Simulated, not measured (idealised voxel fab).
process module | voxel capacitor over wiring
cross-section cut | 270 nm wide | cells 5 nm
A cross-section is a grid of square cells, given in bands from the top down. A band is one or more rows of cells.
Each band's line starts with the height of the band's top and of its bottom, in nm. Then come its materials from left to right, each with its width in nm. One material with "throughout" fills the band from edge to edge. "air" is empty space.
Height 0 is the level under which the wafer as received is all one material. The lowest band goes on downwards, as in "0 down".
A width such as "30 to 40" changes by the same amount from each row of cells to the next, from the band's top row to its bottom row.
"no change" after a step means that no cell of the cross-section changed.
closed voids: empty space of 8 cells or more with no open way to the top, each as width x height at its distance from the left edge, in nm
after a step's settings: what the simulator itself notes on the step
overlay nm, on a step with a mask: how far to the right of its planned place the mask lay; to the left if negative
plan
1 op RECEIVE | material Si
2 op CONFORMAL_DEP | material SiO2 | thk nm 10
3 op CONFORMAL_DEP | material SiN | thk nm 5
4 op DIRECTIONAL_DEP | material SiO2 | thk nm 20
5 op MASKED_ETCH | tone open | mask id METAL_1 | width nm 20 | pitch nm 85 | etch materials SiO2 | depth nm 20 | overlay nm 0
6 op MASKED_ETCH | tone open | mask id METAL_1 | width nm 20 | pitch nm 85 | etch materials SiN | depth nm 5 | overlay nm 0
7 op CONFORMAL_DEP | material TiN | thk nm 5
8 op FILL_DEP | material Cu | thk nm 10
9 op CMP | height nm 35
10 op CONFORMAL_DEP | material SiCN | thk nm 5
11 op DIRECTIONAL_DEP | material lowk | thk nm 20
12 op DIRECTIONAL_DEP | material aC | thk nm 15
13 op PATTERN | tone open | mask id PLUG_1 | material resist | width nm 15 | thk nm 35 | overlay nm 0
14 op DIRECTIONAL_ETCH | etch materials aC | depth nm 15
15 op STRIP | etch materials resist
16 op DIRECTIONAL_ETCH | etch materials lowk | depth nm 20
17 op DIRECTIONAL_ETCH | etch materials SiCN | depth nm 5
18 op STRIP | etch materials aC
19 op CONFORMAL_DEP | material TiN | thk nm 5
20 op FILL_DEP | material Ru | thk nm 5
21 op CMP | height nm 60
22 op DIRECTIONAL_DEP | material TiN | thk nm 10
23 op DIRECTIONAL_DEP | material HfO2 | thk nm 5
24 op DIRECTIONAL_DEP | material TiN | thk nm 5
25 op DIRECTIONAL_DEP | material aC | thk nm 10
26 op PATTERN | tone cover | mask id UPPER_PLATE | material resist | width nm 70 | thk nm 25 | overlay nm 0
27 op DIRECTIONAL_ETCH | etch materials aC | depth nm 10
28 op STRIP | etch materials resist
29 op DIRECTIONAL_ETCH | etch materials TiN | depth nm 5
30 op DIRECTIONAL_ETCH | etch materials HfO2 | depth nm 5
31 op STRIP | etch materials aC
32 op DIRECTIONAL_DEP | material aC | thk nm 15
33 op PATTERN | tone cover | mask id LOWER_PLATE | material resist | width nm 80 | thk nm 30 | overlay nm 0
34 op DIRECTIONAL_ETCH | etch materials aC | depth nm 15
35 op STRIP | etch materials resist
36 op DIRECTIONAL_ETCH | etch materials TiN | depth nm 10
37 op STRIP | etch materials aC
38 op FILL_DEP | material SiO2 | thk nm 20
39 op CMP | height nm 95
40 op PATTERN | tone open | mask id PLUG_2 | material resist | width nm 15 | thk nm 15 | overlay nm 0
41 op DIRECTIONAL_ETCH | etch materials SiO2 | depth nm 15
42 op STRIP | etch materials resist
43 op CONFORMAL_DEP | material TiN | thk nm 5
44 op FILL_DEP | material Cu | thk nm 10
45 op CMP | height nm 95
46 op CONFORMAL_DEP | material SiCN | thk nm 5
first wafer, as planned
as received, after step 1
  0 down: Si throughout
  closed voids: none
after step 2
  10 to 0: SiO2 throughout
  below 0: unchanged
after step 3
  15 to 10: SiN throughout
  below 10: unchanged
after step 4
  35 to 15: SiO2 throughout
  below 15: unchanged
after step 5
  35 to 15: SiO2 80 | air 20 | SiO2 65 | air 20 | SiO2 85
  below 15: unchanged
after step 6
  35 to 15: SiO2 80 | air 20 | SiO2 65 | air 20 | SiO2 85
  15 to 10: SiN 80 | air 20 | SiN 65 | air 20 | SiN 85
  below 10: unchanged
after step 7
  40 to 35: TiN 85 | air 10 | TiN 75 | air 10 | TiN 90
  35 to 15: SiO2 80 | TiN 5 | air 10 | TiN 5 | SiO2 65 | TiN 5 | air 10 | TiN 5 | SiO2 85
  15 to 10: SiN 80 | TiN 20 | SiN 65 | TiN 20 | SiN 85
  below 10: unchanged
after step 8
  50 to 40: Cu throughout
  40 to 35: TiN 85 | Cu 10 | TiN 75 | Cu 10 | TiN 90
  35 to 15: SiO2 80 | TiN 5 | Cu 10 | TiN 5 | SiO2 65 | TiN 5 | Cu 10 | TiN 5 | SiO2 85
  below 15: unchanged
after step 9
  35 to 15: SiO2 80 | TiN 5 | Cu 10 | TiN 5 | SiO2 65 | TiN 5 | Cu 10 | TiN 5 | SiO2 85
  below 15: unchanged
after step 10
  40 to 35: SiCN throughout
  below 35: unchanged
after step 11
  60 to 40: lowk throughout
  below 40: unchanged
after step 12
  75 to 60: aC throughout
  below 60: unchanged
after step 13
  110 to 75: resist 85 | air 15 | resist 170
  below 75: unchanged
after step 14
  95 to 75: resist 85 | air 15 | resist 170
  75 to 60: aC 85 | air 15 | aC 170
  below 60: unchanged
after step 15
  75 to 60: aC 85 | air 15 | aC 170
  below 60: unchanged
after step 16
  75 to 60: aC 85 | air 15 | aC 170
  60 to 40: lowk 85 | air 15 | lowk 170
  below 40: unchanged
after step 17
  75 to 60: aC 85 | air 15 | aC 170
  60 to 40: lowk 85 | air 15 | lowk 170
  40 to 35: SiCN 85 | air 15 | SiCN 170
  below 35: unchanged
after step 18
  60 to 40: lowk 85 | air 15 | lowk 170
  below 40: unchanged
after step 19
  65 to 60: TiN 90 | air 5 | TiN 175
  60 to 40: lowk 85 | TiN 5 | air 5 | TiN 5 | lowk 170
  40 to 35: SiCN 85 | TiN 15 | SiCN 170
  below 35: unchanged
after step 20
  70 to 65: Ru throughout
  65 to 60: TiN 90 | Ru 5 | TiN 175
  60 to 40: lowk 85 | TiN 5 | Ru 5 | TiN 5 | lowk 170
  below 40: unchanged
after step 21
  60 to 40: lowk 85 | TiN 5 | Ru 5 | TiN 5 | lowk 170
  below 40: unchanged
after step 22
  70 to 60: TiN throughout
  below 60: unchanged
after step 23
  75 to 70: HfO2 throughout
  below 70: unchanged
after step 24
  80 to 75: TiN throughout
  below 75: unchanged
after step 25
  90 to 80: aC throughout
  below 80: unchanged
after step 26
  115 to 90: air 85 | resist 70 | air 115
  below 90: unchanged
after step 27
  105 to 90: air 85 | resist 70 | air 115
  90 to 80: air 85 | aC 70 | air 115
  below 80: unchanged
after step 28
  90 to 80: air 85 | aC 70 | air 115
  below 80: unchanged
after step 29
  90 to 80: air 85 | aC 70 | air 115
  80 to 75: air 85 | TiN 70 | air 115
  below 75: unchanged
after step 30
  90 to 80: air 85 | aC 70 | air 115
  80 to 75: air 85 | TiN 70 | air 115
  75 to 70: air 85 | HfO2 70 | air 115
  below 70: unchanged
after step 31
  80 to 75: air 85 | TiN 70 | air 115
  below 75: unchanged
after step 32
  95 to 85: air 85 | aC 70 | air 115
  85 to 80: aC throughout
  80 to 75: aC 85 | TiN 70 | aC 115
  75 to 70: aC 85 | HfO2 70 | aC 115
  below 70: unchanged
after step 33
  125 to 95: air 80 | resist 80 | air 110
  95 to 85: air 80 | resist 5 | aC 70 | resist 5 | air 110
  below 85: unchanged
after step 34
  110 to 95: air 80 | resist 80 | air 110
  95 to 85: air 80 | resist 5 | aC 70 | resist 5 | air 110
  85 to 80: air 80 | aC 80 | air 110
  80 to 75: air 80 | aC 5 | TiN 70 | aC 5 | air 110
  75 to 70: air 80 | aC 5 | HfO2 70 | aC 5 | air 110
  below 70: unchanged
after step 35
  95 to 85: air 85 | aC 70 | air 115
  below 85: unchanged
after step 36
  95 to 85: air 85 | aC 70 | air 115
  85 to 80: air 80 | aC 80 | air 110
  80 to 75: air 80 | aC 5 | TiN 70 | aC 5 | air 110
  75 to 70: air 80 | aC 5 | HfO2 70 | aC 5 | air 110
  70 to 60: air 80 | TiN 80 | air 110
  below 60: unchanged
after step 37
  80 to 75: air 85 | TiN 70 | air 115
  75 to 70: air 85 | HfO2 70 | air 115
  below 70: unchanged
after step 38
  100 to 80: SiO2 throughout
  80 to 75: SiO2 85 | TiN 70 | SiO2 115
  75 to 70: SiO2 85 | HfO2 70 | SiO2 115
  70 to 60: SiO2 80 | TiN 80 | SiO2 110
  below 60: unchanged
after step 39
  95 to 80: SiO2 throughout
  below 80: unchanged
after step 40
  110 to 95: resist 95 | air 15 | resist 160
  below 95: unchanged
after step 41
  110 to 95: resist 95 | air 15 | resist 160
  95 to 80: SiO2 95 | air 15 | SiO2 160
  below 80: unchanged
after step 42
  95 to 80: SiO2 95 | air 15 | SiO2 160
  below 80: unchanged
after step 43
  100 to 95: TiN 100 | air 5 | TiN 165
  95 to 85: SiO2 95 | TiN 5 | air 5 | TiN 5 | SiO2 160
  85 to 75: SiO2 95 to 85 | TiN 15 to 70 | SiO2 160 to 115
  below 75: unchanged
after step 44
  110 to 100: Cu throughout
  100 to 95: TiN 100 | Cu 5 | TiN 165
  95 to 85: SiO2 95 | TiN 5 | Cu 5 | TiN 5 | SiO2 160
  below 85: unchanged
after step 45
  95 to 85: SiO2 95 | TiN 5 | Cu 5 | TiN 5 | SiO2 160
  below 85: unchanged
after step 46
  100 to 95: SiCN throughout
  below 95: unchanged
second wafer: like start, like plan, one mistake. Through step 1 it matches the first wafer
when step 2 should have ended: no change
when step 3 should have ended
  5 to 0: SiN throughout
  below 0: unchanged
when step 4 should have ended
  25 to 5: SiO2 throughout
  below 5: unchanged
when step 5 should have ended
  25 to 5: SiO2 80 | air 20 | SiO2 65 | air 20 | SiO2 85
  below 5: unchanged
when step 6 should have ended
  25 to 5: SiO2 80 | air 20 | SiO2 65 | air 20 | SiO2 85
  5 to 0: SiN 80 | air 20 | SiN 65 | air 20 | SiN 85
  below 0: unchanged
when step 7 should have ended
  30 to 25: TiN 85 | air 10 | TiN 75 | air 10 | TiN 90
  25 to 5: SiO2 80 | TiN 5 | air 10 | TiN 5 | SiO2 65 | TiN 5 | air 10 | TiN 5 | SiO2 85
  5 to 0: SiN 80 | TiN 20 | SiN 65 | TiN 20 | SiN 85
  below 0: unchanged
when step 8 should have ended
  40 to 30: Cu throughout
  30 to 25: TiN 85 | Cu 10 | TiN 75 | Cu 10 | TiN 90
  25 to 5: SiO2 80 | TiN 5 | Cu 10 | TiN 5 | SiO2 65 | TiN 5 | Cu 10 | TiN 5 | SiO2 85
  below 5: unchanged
when step 9 should have ended
  35 to 30: Cu throughout
  below 30: unchanged
when step 10 should have ended
  40 to 35: SiCN throughout
  below 35: unchanged
when step 11 should have ended
  60 to 40: lowk throughout
  below 40: unchanged
when step 12 should have ended
  75 to 60: aC throughout
  below 60: unchanged
when step 13 should have ended
  110 to 75: resist 85 | air 15 | resist 170
  below 75: unchanged
when step 14 should have ended
  95 to 75: resist 85 | air 15 | resist 170
  75 to 60: aC 85 | air 15 | aC 170
  below 60: unchanged
when step 15 should have ended
  75 to 60: aC 85 | air 15 | aC 170
  below 60: unchanged
when step 16 should have ended
  75 to 60: aC 85 | air 15 | aC 170
  60 to 40: lowk 85 | air 15 | lowk 170
  below 40: unchanged
when step 17 should have ended
  75 to 60: aC 85 | air 15 | aC 170
  60 to 40: lowk 85 | air 15 | lowk 170
  40 to 35: SiCN 85 | air 15 | SiCN 170
  below 35: unchanged
when step 18 should have ended
  60 to 40: lowk 85 | air 15 | lowk 170
  below 40: unchanged
when step 19 should have ended
  65 to 60: TiN 90 | air 5 | TiN 175
  60 to 40: lowk 85 | TiN 5 | air 5 | TiN 5 | lowk 170
  40 to 35: SiCN 85 | TiN 15 | SiCN 170
  below 35: unchanged
when step 20 should have ended
  70 to 65: Ru throughout
  65 to 60: TiN 90 | Ru 5 | TiN 175
  60 to 40: lowk 85 | TiN 5 | Ru 5 | TiN 5 | lowk 170
  below 40: unchanged
when step 21 should have ended
  60 to 40: lowk 85 | TiN 5 | Ru 5 | TiN 5 | lowk 170
  below 40: unchanged
when step 22 should have ended
  70 to 60: TiN throughout
  below 60: unchanged
when step 23 should have ended
  75 to 70: HfO2 throughout
  below 70: unchanged
when step 24 should have ended
  80 to 75: TiN throughout
  below 75: unchanged
when step 25 should have ended
  90 to 80: aC throughout
  below 80: unchanged
when step 26 should have ended
  115 to 90: air 85 | resist 70 | air 115
  below 90: unchanged
when step 27 should have ended
  105 to 90: air 85 | resist 70 | air 115
  90 to 80: air 85 | aC 70 | air 115
  below 80: unchanged
when step 28 should have ended
  90 to 80: air 85 | aC 70 | air 115
  below 80: unchanged
when step 29 should have ended
  90 to 80: air 85 | aC 70 | air 115
  80 to 75: air 85 | TiN 70 | air 115
  below 75: unchanged
when step 30 should have ended
  90 to 80: air 85 | aC 70 | air 115
  80 to 75: air 85 | TiN 70 | air 115
  75 to 70: air 85 | HfO2 70 | air 115
  below 70: unchanged
when step 31 should have ended
  80 to 75: air 85 | TiN 70 | air 115
  below 75: unchanged
when step 32 should have ended
  95 to 85: air 85 | aC 70 | air 115
  85 to 80: aC throughout
  80 to 75: aC 85 | TiN 70 | aC 115
  75 to 70: aC 85 | HfO2 70 | aC 115
  below 70: unchanged
when step 33 should have ended
  125 to 95: air 80 | resist 80 | air 110
  95 to 85: air 80 | resist 5 | aC 70 | resist 5 | air 110
  below 85: unchanged
when step 34 should have ended
  110 to 95: air 80 | resist 80 | air 110
  95 to 85: air 80 | resist 5 | aC 70 | resist 5 | air 110
  85 to 80: air 80 | aC 80 | air 110
  80 to 75: air 80 | aC 5 | TiN 70 | aC 5 | air 110
  75 to 70: air 80 | aC 5 | HfO2 70 | aC 5 | air 110
  below 70: unchanged
when step 35 should have ended
  95 to 85: air 85 | aC 70 | air 115
  below 85: unchanged
when step 36 should have ended
  95 to 85: air 85 | aC 70 | air 115
  85 to 80: air 80 | aC 80 | air 110
  80 to 75: air 80 | aC 5 | TiN 70 | aC 5 | air 110
  75 to 70: air 80 | aC 5 | HfO2 70 | aC 5 | air 110
  70 to 60: air 80 | TiN 80 | air 110
  below 60: unchanged
when step 37 should have ended
  80 to 75: air 85 | TiN 70 | air 115
  75 to 70: air 85 | HfO2 70 | air 115
  below 70: unchanged
when step 38 should have ended
  100 to 80: SiO2 throughout
  80 to 75: SiO2 85 | TiN 70 | SiO2 115
  75 to 70: SiO2 85 | HfO2 70 | SiO2 115
  70 to 60: SiO2 80 | TiN 80 | SiO2 110
  below 60: unchanged
when step 39 should have ended
  95 to 80: SiO2 throughout
  below 80: unchanged
when step 40 should have ended
  110 to 95: resist 95 | air 15 | resist 160
  below 95: unchanged
when step 41 should have ended
  110 to 95: resist 95 | air 15 | resist 160
  95 to 80: SiO2 95 | air 15 | SiO2 160
  below 80: unchanged
when step 42 should have ended
  95 to 80: SiO2 95 | air 15 | SiO2 160
  below 80: unchanged
when step 43 should have ended
  100 to 95: TiN 100 | air 5 | TiN 165
  95 to 85: SiO2 95 | TiN 5 | air 5 | TiN 5 | SiO2 160
  85 to 75: SiO2 95 to 85 | TiN 15 to 70 | SiO2 160 to 115
  below 75: unchanged
when step 44 should have ended
  110 to 100: Cu throughout
  100 to 95: TiN 100 | Cu 5 | TiN 165
  95 to 85: SiO2 95 | TiN 5 | Cu 5 | TiN 5 | SiO2 160
  below 85: unchanged
when step 45 should have ended
  95 to 85: SiO2 95 | TiN 5 | Cu 5 | TiN 5 | SiO2 160
  below 85: unchanged
when step 46 should have ended
  100 to 95: SiCN throughout
  below 95: unchanged
what went wrong: step 2 was left out
at the end the second wafer has, in cells: 58 more of Cu | 108 fewer of SiO2 | 50 more of TiN
